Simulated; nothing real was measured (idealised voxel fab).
process module | voxel spacer lines
cross-section cut | 155 nm wide | cells 5 nm
A cross-section is a grid of square cells, given in bands from the top down. A band is one or more rows of cells.
Each band's line starts with the height of the band's top and of its bottom, in nm. Then come its materials from left to right, each with its width in nm. One material with "throughout" fills the band from edge to edge. "air" is empty space.
Height 0 is the level under which the wafer as received is all one material. The lowest band goes on downwards, as in "0 down".
A width such as "30 to 40" changes by the same amount from each row of cells to the next, from the band's top row to its bottom row.
"no change" after a step means that no cell of the cross-section changed.
closed voids: empty space of 8 cells or more with no open way to the top, each as width x height at its distance from the left edge, in nm
after a step's settings: what the simulator itself notes on the step
overlay nm, on a step with a mask: how far to the right of its planned place the mask lay; to the left if negative
plan
1 op RECEIVE | material Si
2 op CONFORMAL_DEP | material SiO2 | thk nm 10
3 op DIRECTIONAL_DEP | material polySi | thk nm 10
4 op DIRECTIONAL_DEP | material aC | thk nm 30
5 op PATTERN | tone cover | mask id MANDREL | material resist | width nm 20 | pitch nm 60 | thk nm 35 | overlay nm 0
6 op DIRECTIONAL_ETCH | etch materials aC | depth nm 30
7 op STRIP | etch materials resist
8 op CONFORMAL_DEP | material SiN | thk nm 10
9 op DIRECTIONAL_ETCH | etch materials SiN | depth nm 10
10 op STRIP | etch materials aC
11 op DIRECTIONAL_ETCH | etch materials polySi | depth nm 10
12 op STRIP | etch materials SiN
as received, after step 1
  0 down: Si throughout
  closed voids: none
first wafer at the end, as planned
  20 to 10: air 25 | polySi 10 | air 20 | polySi 10 | air 20 | polySi 10 | air 20 | polySi 10 | air 30
  10 to 0: SiO2 throughout
  0 down: Si throughout
  closed voids: none
second wafer at the end: like start, like plan, one mistake
  25 to 15: air 25 | polySi 10 | air 20 | polySi 10 | air 20 | polySi 10 | air 20 | polySi 10 | air 30
  15 to 0: SiO2 throughout
  0 down: Si throughout
  closed voids: none
what went wrong: step 2 ran as: op CONFORMAL_DEP | material SiO2 | thk nm 15
at the end the second wafer has, in cells: 31 more of SiO2
